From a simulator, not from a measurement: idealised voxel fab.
process module | voxel transistor to metal
cross-section cut | 150 nm wide | cells 5 nm
A cross-section is a grid of square cells, given in bands from the top down. A band is one or more rows of cells.
Each band's line starts with the height of the band's top and of its bottom, in nm. Then come its materials from left to right, each with its width in nm. One material with "throughout" fills the band from edge to edge. "air" is empty space.
Height 0 is the level under which the wafer as received is all one material. The lowest band goes on downwards, as in "0 down".
A width such as "30 to 40" changes by the same amount from each row of cells to the next, from the band's top row to its bottom row.
"no change" after a step means that no cell of the cross-section changed.
closed voids: empty space of 8 cells or more with no open way to the top, each as width x height at its distance from the left edge, in nm
after a step's settings: what the simulator itself notes on the step
overlay nm, on a step with a mask: how far to the right of its planned place the mask lay; to the left if negative
Each pair below shows a cross-section before one step and the cross-section after it, down to the lowest band that changed. The line under each pair gives the step between them, with its settings. The pairs can come from different runs of this module on the same starting wafer, so a pair continues from the pair above only where its "before" says so.
before
  0 down: Si throughout
  closed voids: none
after
  5 to 0: SiO2 throughout
  below 0: unchanged
  closed voids: none
the step between: op CONFORMAL_DEP | material SiO2 | thk nm 5
before: the cross-section after the pair above
after
  20 to 5: SiN throughout
  below 5: unchanged
  closed voids: none
the step between: op CONFORMAL_DEP | material SiN | thk nm 15
before: the cross-section after the pair above
after
  30 to 20: aC throughout
  below 20: unchanged
  closed voids: none
the step between: op DIRECTIONAL_DEP | material aC | thk nm 10
before: the cross-section after the pair above
after
  60 to 30: air 20 | resist 105 | air 25
  below 30: unchanged
  closed voids: none
the step between: op PATTERN | tone cover | mask id ACTIVE | material resist | width nm 105 | thk nm 30 | overlay nm 0
before: the cross-section after the pair above
after
  50 to 30: air 20 | resist 105 | air 25
  30 to 20: air 20 | aC 105 | air 25
  below 20: unchanged
  closed voids: none
the step between: op DIRECTIONAL_ETCH | etch materials aC | depth nm 10
before: the cross-section after the pair above
after
  30 to 20: air 20 | aC 105 | air 25
  below 20: unchanged
  closed voids: none
the step between: op STRIP | etch materials resist
before: the cross-section after the pair above
after
  30 to 20: air 20 | aC 105 | air 25
  20 to 5: air 20 | SiN 105 | air 25
  below 5: unchanged
  closed voids: none
the step between: op DIRECTIONAL_ETCH | etch materials SiN | depth nm 15
before: the cross-section after the pair above
after
  30 to 20: air 20 | aC 105 | air 25
  20 to 5: air 20 | SiN 105 | air 25
  5 to 0: air 20 | SiO2 105 | air 25
  below 0: unchanged
  closed voids: none
the step between: op DIRECTIONAL_ETCH | etch materials SiO2 | depth nm 5
before: the cross-section after the pair above
after
  30 to 20: air 20 | aC 105 | air 25
  20 to 5: air 20 | SiN 105 | air 25
  5 to 0: air 20 | SiO2 105 | air 25
  0 to -35: air 20 | Si 105 | air 25
  below -35: unchanged
  closed voids: none
the step between: op DIRECTIONAL_ETCH | etch materials Si | depth nm 35
before: the cross-section after the pair above
after
  20 to 5: air 20 | SiN 105 | air 25
  below 5: unchanged
  closed voids: none
the step between: op STRIP | etch materials aC
before: the cross-section after the pair above
after
  20 to 5: air 20 | SiN 105 | air 25
  5 to 0: air 20 | SiO2 105 | air 25
  0 to -35: air 20 | SiO2 5 | Si 95 | SiO2 5 | air 25
  -35 to -40: SiO2 25 | Si 95 | SiO2 30
  below -40: unchanged
  closed voids: none
the step between: op OXIDIZE | depth nm 5
before: the cross-section after the pair above
after
  25 to 20: SiO2 throughout
  20 to 5: SiO2 20 | SiN 105 | SiO2 25
  5 to 0: SiO2 throughout
  0 to -40: SiO2 25 | Si 95 | SiO2 30
  below -40: unchanged
  closed voids: none
the step between: op FILL_DEP | material SiO2 | thk nm 5
before: the cross-section after the pair above
after
  20 to 5: SiO2 20 | SiN 105 | SiO2 25
  below 5: unchanged
  closed voids: none
the step between: op CMP | height nm 20
before: the cross-section after the pair above
after
  20 to 15: air 20 | SiN 105 | air 25
  below 15: unchanged
  closed voids: none
the step between: op SELECTIVE_ETCH | etch materials SiO2 | depth nm 5
before: the cross-section after the pair above
after
  15 to 5: SiO2 20 | air 105 | SiO2 25
  below 5: unchanged
  closed voids: none
the step between: op STRIP | etch materials SiN
before: the cross-section after the pair above
after
  10 to 0: SiO2 15 | air 115 | SiO2 20
  below 0: unchanged
  closed voids: none
the step between: op SELECTIVE_ETCH | etch materials SiO2 | depth nm 5
before: the cross-section after the pair above
after
  10 to 0: SiO2 15 | air 115 | SiO2 20
  0 to -5: SiO2 throughout
  below -5: unchanged
  closed voids: none
the step between: op OXIDIZE | depth nm 5
before: the cross-section after the pair above
after
  30 to 20: polySi 15 | air 115 | polySi 20
  20 to 10: polySi throughout
  10 to 0: SiO2 15 | polySi 115 | SiO2 20
  below 0: unchanged
  closed voids: none
the step between: op DIRECTIONAL_DEP | material polySi | thk nm 20
before: the cross-section after the pair above
after
  45 to 35: SiCN 15 | air 115 | SiCN 20
  35 to 30: SiCN throughout
  30 to 20: polySi 15 | SiCN 115 | polySi 20
  below 20: unchanged
  closed voids: none
the step between: op DIRECTIONAL_DEP | material SiCN | thk nm 15
before: the cross-section after the pair above
after
  35 to 30: air 60 | SiCN 25 | air 65
  30 to 20: polySi 15 | air 45 | SiCN 25 | air 45 | polySi 20
  below 20: unchanged
  closed voids: none
the step between: op MASKED_ETCH | tone cover | mask id GATE | width nm 25 | etch materials SiCN | depth nm 25 | overlay nm 0
before: the cross-section after the pair above
after
  35 to 20: air 60 | SiCN 25 | air 65
  20 to 10: air 60 | polySi 25 | air 65
  10 to 0: SiO2 15 | air 45 | polySi 25 | air 45 | SiO2 20
  below 0: unchanged
  closed voids: none
the step between: op MASKED_ETCH | tone cover | mask id GATE | width nm 25 | etch materials polySi | depth nm 30 | overlay nm 0
before: the cross-section after the pair above
after
  40 to 35: air 55 | SiO2 35 | air 60
  35 to 20: air 55 | SiO2 5 | SiCN 25 | SiO2 5 | air 60
  20 to 15: air 55 | SiO2 5 | polySi 25 | SiO2 5 | air 60
  15 to 5: SiO2 20 | air 35 | SiO2 5 | polySi 25 | SiO2 5 | air 35 | SiO2 25
  5 to 0: SiO2 60 | polySi 25 | SiO2 65
  below 0: unchanged
  closed voids: none
the step between: op CONFORMAL_DEP | material SiO2 | thk nm 5
before: the cross-section after the pair above
after
  35 to 20: air 55 | SiO2 5 | SiCN 25 | SiO2 5 | air 60
  20 to 10: air 55 | SiO2 5 | polySi 25 | SiO2 5 | air 60
  10 to 0: SiO2 20 | air 35 | SiO2 5 | polySi 25 | SiO2 5 | air 35 | SiO2 25
  below 0: unchanged
  closed voids: none
the step between: op DIRECTIONAL_ETCH | etch materials SiO2 | depth nm 5
before: the cross-section after the pair above
after
  40 to 35: air 50 | SiN 45 | air 55
  35 to 20: air 50 | SiN 5 | SiO2 5 | SiCN 25 | SiO2 5 | SiN 5 | air 55
  20 to 15: air 50 | SiN 5 | SiO2 5 | polySi 25 | SiO2 5 | SiN 5 | air 55
  15 to 10: SiN 25 | air 25 | SiN 5 | SiO2 5 | polySi 25 | SiO2 5 | SiN 5 | air 25 | SiN 30
  10 to 5: SiO2 20 | SiN 5 | air 25 | SiN 5 | SiO2 5 | polySi 25 | SiO2 5 | SiN 5 | air 25 | SiN 5 | SiO2 25
  5 to 0: SiO2 20 | SiN 35 | SiO2 5 | polySi 25 | SiO2 5 | SiN 35 | SiO2 25
  below 0: unchanged
  closed voids: none
the step between: op CONFORMAL_DEP | material SiN | thk nm 5
before: the cross-section after the pair above
after
  35 to 20: air 50 | SiN 5 | SiO2 5 | SiCN 25 | SiO2 5 | SiN 5 | air 55
  20 to 10: air 50 | SiN 5 | SiO2 5 | polySi 25 | SiO2 5 | SiN 5 | air 55
  10 to 0: SiO2 20 | SiN 5 | air 25 | SiN 5 | SiO2 5 | polySi 25 | SiO2 5 | SiN 5 | air 25 | SiN 5 | SiO2 25
  below 0: unchanged
  closed voids: none
the step between: op DIRECTIONAL_ETCH | etch materials SiN | depth nm 5
before: the cross-section after the pair above
after
  35 to 30: air 50 | SiN 5 | air 5 | SiCN 25 | air 5 | SiN 5 | air 55
  30 to 20: air 50 | SiN 5 | SiO2 5 | SiCN 25 | SiO2 5 | SiN 5 | air 55
  20 to 10: air 50 | SiN 5 | SiO2 5 | polySi 25 | SiO2 5 | SiN 5 | air 55
  10 to 5: air 20 | SiN 5 | air 25 | SiN 5 | SiO2 5 | polySi 25 | SiO2 5 | SiN 5 | air 25 | SiN 5 | air 25
  5 to 0: SiO2 20 | SiN 5 | air 25 | SiN 5 | SiO2 5 | polySi 25 | SiO2 5 | SiN 5 | air 25 | SiN 5 | SiO2 25
  0 to -5: SiO2 25 | air 25 | SiO2 45 | air 25 | SiO2 30
  below -5: unchanged
  closed voids: none
the step between: op DIRECTIONAL_ETCH | etch materials SiO2 | depth nm 5
before: the cross-section after the pair above
after
  35 to 30: air 50 | SiN 5 | air 5 | SiCN 25 | air 5 | SiN 5 | air 55
  30 to 20: air 50 | SiN 5 | SiO2 5 | SiCN 25 | SiO2 5 | SiN 5 | air 55
  20 to 10: air 50 | SiN 5 | SiO2 5 | polySi 25 | SiO2 5 | SiN 5 | air 55
  10 to 5: air 20 | SiN 5 | air 25 | SiN 5 | SiO2 5 | polySi 25 | SiO2 5 | SiN 5 | air 25 | SiN 5 | air 25
  5 to 0: SiO2 20 | SiN 5 | air 25 | SiN 5 | SiO2 5 | polySi 25 | SiO2 5 | SiN 5 | air 25 | SiN 5 | SiO2 25
  0 to -5: SiO2 25 | air 25 | SiO2 45 | air 25 | SiO2 30
  -5 to -15: SiO2 25 | air 25 | Si 45 | air 25 | SiO2 30
  below -15: unchanged
  closed voids: none
the step between: op DIRECTIONAL_ETCH | etch materials Si | depth nm 10
before: the cross-section after the pair above
after
  35 to 30: air 50 | SiN 5 | air 5 | SiCN 25 | air 5 | SiN 5 | air 55
  30 to 20: air 50 | SiN 5 | SiO2 5 | SiCN 25 | SiO2 5 | SiN 5 | air 55
  20 to 10: air 50 | SiN 5 | SiO2 5 | polySi 25 | SiO2 5 | SiN 5 | air 55
  10 to 5: air 20 | SiN 5 | air 10 | pSi 15 | SiN 5 | SiO2 5 | polySi 25 | SiO2 5 | SiN 5 | pSi 15 | air 10 | SiN 5 | air 25
  5 to 0: SiO2 20 | SiN 5 | air 10 | pSi 15 | SiN 5 | SiO2 5 | polySi 25 | SiO2 5 | SiN 5 | pSi 15 | air 10 | SiN 5 | SiO2 25
  0 to -5: SiO2 25 | pSi 25 | SiO2 45 | pSi 25 | SiO2 30
  -5 to -15: SiO2 25 | pSi 25 | Si 45 | pSi 25 | SiO2 30
  below -15: unchanged
  closed voids: none
the step between: op EPI | material pSi | thk nm 15
before: the cross-section after the pair above
after
  45 to 35: SiO2 throughout
  35 to 20: SiO2 50 | SiN 5 | SiO2 5 | SiCN 25 | SiO2 5 | SiN 5 | SiO2 55
  20 to 10: SiO2 50 | SiN 5 | SiO2 5 | polySi 25 | SiO2 5 | SiN 5 | SiO2 55
  10 to 0: SiO2 20 | SiN 5 | SiO2 10 | pSi 15 | SiN 5 | SiO2 5 | polySi 25 | SiO2 5 | SiN 5 | pSi 15 | SiO2 10 | SiN 5 | SiO2 25
  below 0: unchanged
  closed voids: none
the step between: op FILL_DEP | material SiO2 | thk nm 10
before: the cross-section after the pair above
after
  35 to 20: SiO2 50 | SiN 5 | SiO2 5 | SiCN 25 | SiO2 5 | SiN 5 | SiO2 55
  below 20: unchanged
  closed voids: none
the step between: op CMP | height nm 35
before: the cross-section after the pair above
after
  45 to 35: SiO2 throughout
  below 35: unchanged
  closed voids: none
the step between: op DIRECTIONAL_DEP | material SiO2 | thk nm 10
before: the cross-section after the pair above
after
  60 to 45: resist 25 | air 30 | resist 35 | air 30 | resist 30
  below 45: unchanged
  closed voids: none
the step between: op PATTERN | tone open | mask id CONTACT | material resist | width nm 30 | pitch nm 65 | thk nm 15 | overlay nm 0
before: the cross-section after the pair above
after
  60 to 45: resist 25 | air 30 | resist 35 | air 30 | resist 30
  45 to 35: SiO2 25 | air 30 | SiO2 35 | air 30 | SiO2 30
  35 to 20: SiO2 25 | air 25 | SiN 5 | SiO2 5 | SiCN 25 | SiO2 5 | SiN 5 | air 25 | SiO2 30
  20 to 10: SiO2 25 | air 25 | SiN 5 | SiO2 5 | polySi 25 | SiO2 5 | SiN 5 | air 25 | SiO2 30
  10 to 0: SiO2 20 | SiN 5 | air 10 | pSi 15 | SiN 5 | SiO2 5 | polySi 25 | SiO2 5 | SiN 5 | pSi 15 | air 10 | SiN 5 | SiO2 25
  below 0: unchanged
  closed voids: none
the step between: op DIRECTIONAL_ETCH | etch materials SiO2 | depth nm 45
before: the cross-section after the pair above
after
  45 to 35: SiO2 25 | air 30 | SiO2 35 | air 30 | SiO2 30
  below 35: unchanged
  closed voids: none
the step between: op STRIP | etch materials resist
before: the cross-section after the pair above
after
  50 to 45: TiN 30 | air 20 | TiN 45 | air 20 | TiN 35
  45 to 35: SiO2 25 | TiN 5 | air 20 to 15 | TiN 5 to 10 | SiO2 35 | TiN 5 to 10 | air 20 to 15 | TiN 5 | SiO2 30
  35 to 20: SiO2 25 | TiN 5 | air 15 | TiN 5 | SiN 5 | SiO2 5 | SiCN 25 | SiO2 5 | SiN 5 | TiN 5 | air 15 | TiN 5 | SiO2 30
  20 to 15: SiO2 25 | TiN 5 | air 15 | TiN 5 | SiN 5 | SiO2 5 | polySi 25 | SiO2 5 | SiN 5 | TiN 5 | air 15 | TiN 5 | SiO2 30
  15 to 10: SiO2 25 | TiN 25 | SiN 5 | SiO2 5 | polySi 25 | SiO2 5 | SiN 5 | TiN 25 | SiO2 30
  10 to 0: SiO2 20 | SiN 5 | TiN 10 | pSi 15 | SiN 5 | SiO2 5 | polySi 25 | SiO2 5 | SiN 5 | pSi 15 | TiN 10 | SiN 5 | SiO2 25
  below 0: unchanged
  closed voids: none
the step between: op CONFORMAL_DEP | material TiN | thk nm 5
before: the cross-section after the pair above
after
  55 to 50: W throughout
  50 to 45: TiN 30 | W 20 | TiN 45 | W 20 | TiN 35
  45 to 35: SiO2 25 | TiN 5 | W 20 to 15 | TiN 5 to 10 | SiO2 35 | TiN 5 to 10 | W 20 to 15 | TiN 5 | SiO2 30
  35 to 20: SiO2 25 | TiN 5 | W 15 | TiN 5 | SiN 5 | SiO2 5 | SiCN 25 | SiO2 5 | SiN 5 | TiN 5 | W 15 | TiN 5 | SiO2 30
  20 to 15: SiO2 25 | TiN 5 | W 15 | TiN 5 | SiN 5 | SiO2 5 | polySi 25 | SiO2 5 | SiN 5 | TiN 5 | W 15 | TiN 5 | SiO2 30
  below 15: unchanged
  closed voids: none
the step between: op FILL_DEP | material W | thk nm 5
before: the cross-section after the pair above
after
  45 to 35: SiO2 25 | TiN 5 | W 20 to 15 | TiN 5 to 10 | SiO2 35 | TiN 5 to 10 | W 20 to 15 | TiN 5 | SiO2 30
  below 35: unchanged
  closed voids: none
the step between: op CMP | height nm 45
before: the cross-section after the pair above
after
  50 to 45: TiN throughout
  below 45: unchanged
  closed voids: none
the step between: op DIRECTIONAL_DEP | material TiN | thk nm 5
before: the cross-section after the pair above
after
  65 to 50: W throughout
  below 50: unchanged
  closed voids: none
the step between: op DIRECTIONAL_DEP | material W | thk nm 15
before: the cross-section after the pair above
after
  85 to 65: air 25 | resist 20 | air 55 | resist 20 | air 30
  below 65: unchanged
  closed voids: none
the step between: op PATTERN | tone cover | mask id METAL_1 | material resist | width nm 20 | pitch nm 75 | thk nm 20 | overlay nm 0
before: the cross-section after the pair above
after
  85 to 65: air 25 | resist 20 | air 55 | resist 20 | air 30
  65 to 50: air 25 | W 20 | air 55 | W 20 | air 30
  below 50: unchanged
  closed voids: none
the step between: op DIRECTIONAL_ETCH | etch materials W | depth nm 15
before: the cross-section after the pair above
after
  85 to 65: air 25 | resist 20 | air 55 | resist 20 | air 30
  65 to 50: air 25 | W 20 | air 55 | W 20 | air 30
  50 to 45: air 25 | TiN 20 | air 55 | TiN 20 | air 30
  below 45: unchanged
  closed voids: none
the step between: op DIRECTIONAL_ETCH | etch materials TiN | depth nm 5
before: the cross-section after the pair above
after
  65 to 50: air 25 | W 20 | air 55 | W 20 | air 30
  below 50: unchanged
  closed voids: none
the step between: op STRIP | etch materials resist
before: the cross-section after the pair above
after
  75 to 65: lowk throughout
  65 to 50: lowk 25 | W 20 | lowk 55 | W 20 | lowk 30
  50 to 45: lowk 25 | TiN 20 | lowk 55 | TiN 20 | lowk 30
  below 45: unchanged
  closed voids: none
the step between: op FILL_DEP | material lowk | thk nm 10
before: the cross-section after the pair above
after
  65 to 50: lowk 25 | W 20 | lowk 55 | W 20 | lowk 30
  below 50: unchanged
  closed voids: none
the step between: op CMP | height nm 65
before: the cross-section after the pair above
after
  70 to 65: SiCN throughout
  below 65: unchanged
  closed voids: none
the step between: op CONFORMAL_DEP | material SiCN | thk nm 5
before
  35 to 20: air 55 | SiO2 5 | SiCN 25 | SiO2 5 | air 60
  20 to 10: air 55 | SiO2 5 | polySi 25 | SiO2 5 | air 60
  10 to 0: SiO2 20 | air 35 | SiO2 5 | polySi 25 | SiO2 5 | air 35 | SiO2 25
  0 to -5: SiO2 throughout
  -5 to -40: SiO2 25 | Si 95 | SiO2 30
  -40 down: Si throughout
  closed voids: none
after
  35 to 30: air 60 | SiCN 25 | air 65
  30 to 20: air 55 | SiO2 5 | SiCN 25 | SiO2 5 | air 60
  20 to 5: air 55 | SiO2 5 | polySi 25 | SiO2 5 | air 60
  5 to 0: SiO2 20 | air 35 | SiO2 5 | polySi 25 | SiO2 5 | air 35 | SiO2 25
  0 to -5: SiO2 20 | air 35 | SiO2 35 | air 35 | SiO2 25
  below -5: unchanged
  closed voids: none
the step between: op DIRECTIONAL_ETCH | etch materials SiO2 | depth nm 5
before: the cross-section after the pair above
after
  35 to 30: air 60 | SiCN 25 | air 65
  30 to 20: air 55 | SiO2 5 | SiCN 25 | SiO2 5 | air 60
  20 to 5: air 55 | SiO2 5 | polySi 25 | SiO2 5 | air 60
  5 to 0: SiO2 20 | air 35 | SiO2 5 | polySi 25 | SiO2 5 | air 35 | SiO2 25
  0 to -5: SiO2 20 | air 35 | SiO2 35 | air 35 | SiO2 25
  -5 to -15: SiO2 25 | air 30 | Si 35 | air 30 | SiO2 30
  below -15: unchanged
  closed voids: none
the step between: op DIRECTIONAL_ETCH | etch materials Si | depth nm 10
before: the cross-section after the pair above
after
  35 to 30: air 60 | SiCN 25 | air 65
  30 to 20: air 55 | SiO2 5 | SiCN 25 | SiO2 5 | air 60
  20 to 10: air 55 | SiO2 5 | polySi 25 | SiO2 5 | air 60
  10 to 5: air 40 | pSi 15 | SiO2 5 | polySi 25 | SiO2 5 | pSi 15 | air 45
  5 to 0: SiO2 20 | air 20 | pSi 15 | SiO2 5 | polySi 25 | SiO2 5 | pSi 15 | air 20 | SiO2 25
  0 to -5: SiO2 20 | pSi 35 | SiO2 35 | pSi 35 | SiO2 25
  -5 to -15: SiO2 25 | pSi 30 | Si 35 | pSi 30 | SiO2 30
  below -15: unchanged
  closed voids: none
the step between: op EPI | material pSi | thk nm 15
before: the cross-section after the pair above
after
  45 to 35: SiO2 throughout
  35 to 20: SiO2 60 | SiCN 25 | SiO2 65
  20 to 10: SiO2 60 | polySi 25 | SiO2 65
  10 to 0: SiO2 40 | pSi 15 | SiO2 5 | polySi 25 | SiO2 5 | pSi 15 | SiO2 45
  below 0: unchanged
  closed voids: none
the step between: op FILL_DEP | material SiO2 | thk nm 10
before: the cross-section after the pair above
after
  35 to 20: SiO2 60 | SiCN 25 | SiO2 65
  below 20: unchanged
  closed voids: none
the step between: op CMP | height nm 35
before: the cross-section after the pair above
after
  45 to 35: SiO2 throughout
  below 35: unchanged
  closed voids: none
the step between: op DIRECTIONAL_DEP | material SiO2 | thk nm 10
before: the cross-section after the pair above
after
  60 to 45: resist 25 | air 30 | resist 35 | air 30 | resist 30
  below 45: unchanged
  closed voids: none
the step between: op PATTERN | tone open | mask id CONTACT | material resist | width nm 30 | pitch nm 65 | thk nm 15 | overlay nm 0
before: the cross-section after the pair above
after
  60 to 45: resist 25 | air 30 | resist 35 | air 30 | resist 30
  45 to 35: SiO2 25 | air 30 | SiO2 35 | air 30 | SiO2 30
  35 to 20: SiO2 25 | air 30 | SiO2 5 | SiCN 25 | SiO2 5 | air 30 | SiO2 30
  20 to 10: SiO2 25 | air 30 | SiO2 5 | polySi 25 | SiO2 5 | air 30 | SiO2 30
  10 to 0: SiO2 25 | air 15 | pSi 15 | SiO2 5 | polySi 25 | SiO2 5 | pSi 15 | air 15 | SiO2 30
  below 0: unchanged
  closed voids: none
the step between: op DIRECTIONAL_ETCH | etch materials SiO2 | depth nm 45
before: the cross-section after the pair above
after
  45 to 35: SiO2 25 | air 30 | SiO2 35 | air 30 | SiO2 30
  below 35: unchanged
  closed voids: none
the step between: op STRIP | etch materials resist
before: the cross-section after the pair above
after
  50 to 45: TiN 30 | air 20 | TiN 45 | air 20 | TiN 35
  45 to 35: SiO2 25 | TiN 5 | air 20 | TiN 5 | SiO2 35 | TiN 5 | air 20 | TiN 5 | SiO2 30
  35 to 20: SiO2 25 | TiN 5 | air 20 | TiN 5 | SiO2 5 | SiCN 25 | SiO2 5 | TiN 5 | air 20 | TiN 5 | SiO2 30
  20 to 10: SiO2 25 | TiN 5 | air 20 to 5 | TiN 5 to 20 | SiO2 5 | polySi 25 | SiO2 5 | TiN 5 to 20 | air 20 to 5 | TiN 5 | SiO2 30
  10 to 5: SiO2 25 | TiN 5 | air 5 | TiN 5 | pSi 15 | SiO2 5 | polySi 25 | SiO2 5 | pSi 15 | TiN 5 | air 5 | TiN 5 | SiO2 30
  5 to 0: SiO2 25 | TiN 15 | pSi 15 | SiO2 5 | polySi 25 | SiO2 5 | pSi 15 | TiN 15 | SiO2 30
  below 0: unchanged
  closed voids: none
the step between: op CONFORMAL_DEP | material TiN | thk nm 5
before: the cross-section after the pair above
after
  55 to 50: W throughout
  50 to 45: TiN 30 | W 20 | TiN 45 | W 20 | TiN 35
  45 to 35: SiO2 25 | TiN 5 | W 20 | TiN 5 | SiO2 35 | TiN 5 | W 20 | TiN 5 | SiO2 30
  35 to 20: SiO2 25 | TiN 5 | W 20 | TiN 5 | SiO2 5 | SiCN 25 | SiO2 5 | TiN 5 | W 20 | TiN 5 | SiO2 30
  20 to 10: SiO2 25 | TiN 5 | W 20 to 5 | TiN 5 to 20 | SiO2 5 | polySi 25 | SiO2 5 | TiN 5 to 20 | W 20 to 5 | TiN 5 | SiO2 30
  10 to 5: SiO2 25 | TiN 5 | W 5 | TiN 5 | pSi 15 | SiO2 5 | polySi 25 | SiO2 5 | pSi 15 | TiN 5 | W 5 | TiN 5 | SiO2 30
  below 5: unchanged
  closed voids: none
the step between: op FILL_DEP | material W | thk nm 5
before: the cross-section after the pair above
after
  45 to 35: SiO2 25 | TiN 5 | W 20 | TiN 5 | SiO2 35 | TiN 5 | W 20 | TiN 5 | SiO2 30
  below 35: unchanged
  closed voids: none
the step between: op CMP | height nm 45
before: the cross-section after the pair above
after
  50 to 45: TiN throughout
  below 45: unchanged
  closed voids: none
the step between: op DIRECTIONAL_DEP | material TiN | thk nm 5
before: the cross-section after the pair above
after
  65 to 50: W throughout
  below 50: unchanged
  closed voids: none
the step between: op DIRECTIONAL_DEP | material W | thk nm 15
before: the cross-section after the pair above
after
  85 to 65: air 25 | resist 20 | air 55 | resist 20 | air 30
  below 65: unchanged
  closed voids: none
the step between: op PATTERN | tone cover | mask id METAL_1 | material resist | width nm 20 | pitch nm 75 | thk nm 20 | overlay nm 0
before: the cross-section after the pair above
after
  85 to 65: air 25 | resist 20 | air 55 | resist 20 | air 30
  65 to 50: air 25 | W 20 | air 55 | W 20 | air 30
  below 50: unchanged
  closed voids: none
the step between: op DIRECTIONAL_ETCH | etch materials W | depth nm 15
before: the cross-section after the pair above
after
  85 to 65: air 25 | resist 20 | air 55 | resist 20 | air 30
  65 to 50: air 25 | W 20 | air 55 | W 20 | air 30
  50 to 45: air 25 | TiN 20 | air 55 | TiN 20 | air 30
  below 45: unchanged
  closed voids: none
the step between: op DIRECTIONAL_ETCH | etch materials TiN | depth nm 5
before: the cross-section after the pair above
after
  65 to 50: air 25 | W 20 | air 55 | W 20 | air 30
  below 50: unchanged
  closed voids: none
the step between: op STRIP | etch materials resist
before: the cross-section after the pair above
after
  75 to 65: lowk throughout
  65 to 50: lowk 25 | W 20 | lowk 55 | W 20 | lowk 30
  50 to 45: lowk 25 | TiN 20 | lowk 55 | TiN 20 | lowk 30
  below 45: unchanged
  closed voids: none
the step between: op FILL_DEP | material lowk | thk nm 10
before: the cross-section after the pair above
after
  65 to 50: lowk 25 | W 20 | lowk 55 | W 20 | lowk 30
  below 50: unchanged
  closed voids: none
the step between: op CMP | height nm 65
before: the cross-section after the pair above
after
  70 to 65: SiCN throughout
  below 65: unchanged
  closed voids: none
the step between: op CONFORMAL_DEP | material SiCN | thk nm 5
before
  35 to 30: air 50 | SiN 5 | air 5 | SiCN 25 | air 5 | SiN 5 | air 55
  30 to 20: air 50 | SiN 5 | SiO2 5 | SiCN 25 | SiO2 5 | SiN 5 | air 55
  20 to 10: air 50 | SiN 5 | SiO2 5 | polySi 25 | SiO2 5 | SiN 5 | air 55
  10 to 5: air 20 | SiN 5 | air 10 | pSi 15 | SiN 5 | SiO2 5 | polySi 25 | SiO2 5 | SiN 5 | pSi 15 | air 10 | SiN 5 | air 25
  5 to 0: SiO2 20 | SiN 5 | air 10 | pSi 15 | SiN 5 | SiO2 5 | polySi 25 | SiO2 5 | SiN 5 | pSi 15 | air 10 | SiN 5 | SiO2 25
  0 to -5: SiO2 25 | pSi 25 | SiO2 45 | pSi 25 | SiO2 30
  -5 to -15: SiO2 25 | pSi 25 | Si 45 | pSi 25 | SiO2 30
  -15 to -40: SiO2 25 | Si 95 | SiO2 30
  -40 down: Si throughout
  closed voids: none
after
  35 to 30: air 50 | SiN 5 | air 5 | SiCN 25 | air 5 | SiN 5 | air 55
  30 to 25: air 50 | SiN 5 | SiO2 5 | SiCN 25 | SiO2 5 | SiN 5 | air 55
  25 to 20: air 20 | pSi 30 | SiN 5 | SiO2 5 | SiCN 25 | SiO2 5 | SiN 5 | pSi 30 | air 25
  20 to 10: air 20 | pSi 30 | SiN 5 | SiO2 5 | polySi 25 | SiO2 5 | SiN 5 | pSi 30 | air 25
  10 to 5: air 20 | SiN 5 | pSi 25 | SiN 5 | SiO2 5 | polySi 25 | SiO2 5 | SiN 5 | pSi 25 | SiN 5 | air 25
  5 to 0: SiO2 20 | SiN 5 | pSi 25 | SiN 5 | SiO2 5 | polySi 25 | SiO2 5 | SiN 5 | pSi 25 | SiN 5 | SiO2 25
  below 0: unchanged
  closed voids: none
the step between: op EPI | material pSi | thk nm 15
before: the cross-section after the pair above
after
  45 to 35: SiO2 throughout
  35 to 25: SiO2 50 | SiN 5 | SiO2 5 | SiCN 25 | SiO2 5 | SiN 5 | SiO2 55
  25 to 20: SiO2 20 | pSi 30 | SiN 5 | SiO2 5 | SiCN 25 | SiO2 5 | SiN 5 | pSi 30 | SiO2 25
  20 to 10: SiO2 20 | pSi 30 | SiN 5 | SiO2 5 | polySi 25 | SiO2 5 | SiN 5 | pSi 30 | SiO2 25
  10 to 0: SiO2 20 | SiN 5 | pSi 25 | SiN 5 | SiO2 5 | polySi 25 | SiO2 5 | SiN 5 | pSi 25 | SiN 5 | SiO2 25
  below 0: unchanged
  closed voids: none
the step between: op FILL_DEP | material SiO2 | thk nm 10
before: the cross-section after the pair above
after
  35 to 25: SiO2 50 | SiN 5 | SiO2 5 | SiCN 25 | SiO2 5 | SiN 5 | SiO2 55
  below 25: unchanged
  closed voids: none
the step between: op CMP | height nm 35
before: the cross-section after the pair above
after
  45 to 35: SiO2 throughout
  below 35: unchanged
  closed voids: none
the step between: op DIRECTIONAL_DEP | material SiO2 | thk nm 10
before: the cross-section after the pair above
after
  60 to 45: resist 25 | air 30 | resist 35 | air 30 | resist 30
  below 45: unchanged
  closed voids: none
the step between: op PATTERN | tone open | mask id CONTACT | material resist | width nm 30 | pitch nm 65 | thk nm 15 | overlay nm 0
before: the cross-section after the pair above
after
  60 to 45: resist 25 | air 30 | resist 35 | air 30 | resist 30
  45 to 35: SiO2 25 | air 30 | SiO2 35 | air 30 | SiO2 30
  35 to 25: SiO2 25 | air 25 | SiN 5 | SiO2 5 | SiCN 25 | SiO2 5 | SiN 5 | air 25 | SiO2 30
  below 25: unchanged
  closed voids: none
the step between: op DIRECTIONAL_ETCH | etch materials SiO2 | depth nm 45
before: the cross-section after the pair above
after
  45 to 35: SiO2 25 | air 30 | SiO2 35 | air 30 | SiO2 30
  below 35: unchanged
  closed voids: none
the step between: op STRIP | etch materials resist
before: the cross-section after the pair above
after
  50 to 45: TiN 30 | air 20 | TiN 45 | air 20 | TiN 35
  45 to 35: SiO2 25 | TiN 5 | air 20 to 15 | TiN 5 to 10 | SiO2 35 | TiN 5 to 10 | air 20 to 15 | TiN 5 | SiO2 30
  35 to 30: SiO2 25 | TiN 5 | air 15 | TiN 5 | SiN 5 | SiO2 5 | SiCN 25 | SiO2 5 | SiN 5 | TiN 5 | air 15 | TiN 5 | SiO2 30
  30 to 25: SiO2 25 | TiN 25 | SiN 5 | SiO2 5 | SiCN 25 | SiO2 5 | SiN 5 | TiN 25 | SiO2 30
  below 25: unchanged
  closed voids: none
the step between: op CONFORMAL_DEP | material TiN | thk nm 5
before: the cross-section after the pair above
after
  55 to 50: W throughout
  50 to 45: TiN 30 | W 20 | TiN 45 | W 20 | TiN 35
  45 to 35: SiO2 25 | TiN 5 | W 20 to 15 | TiN 5 to 10 | SiO2 35 | TiN 5 to 10 | W 20 to 15 | TiN 5 | SiO2 30
  35 to 30: SiO2 25 | TiN 5 | W 15 | TiN 5 | SiN 5 | SiO2 5 | SiCN 25 | SiO2 5 | SiN 5 | TiN 5 | W 15 | TiN 5 | SiO2 30
  below 30: unchanged
  closed voids: none
the step between: op FILL_DEP | material W | thk nm 5
before: the cross-section after the pair above
after
  45 to 35: SiO2 25 | TiN 5 | W 20 to 15 | TiN 5 to 10 | SiO2 35 | TiN 5 to 10 | W 20 to 15 | TiN 5 | SiO2 30
  below 35: unchanged
  closed voids: none
the step between: op CMP | height nm 45
before: the cross-section after the pair above
after
  50 to 45: TiN throughout
  below 45: unchanged
  closed voids: none
the step between: op DIRECTIONAL_DEP | material TiN | thk nm 5
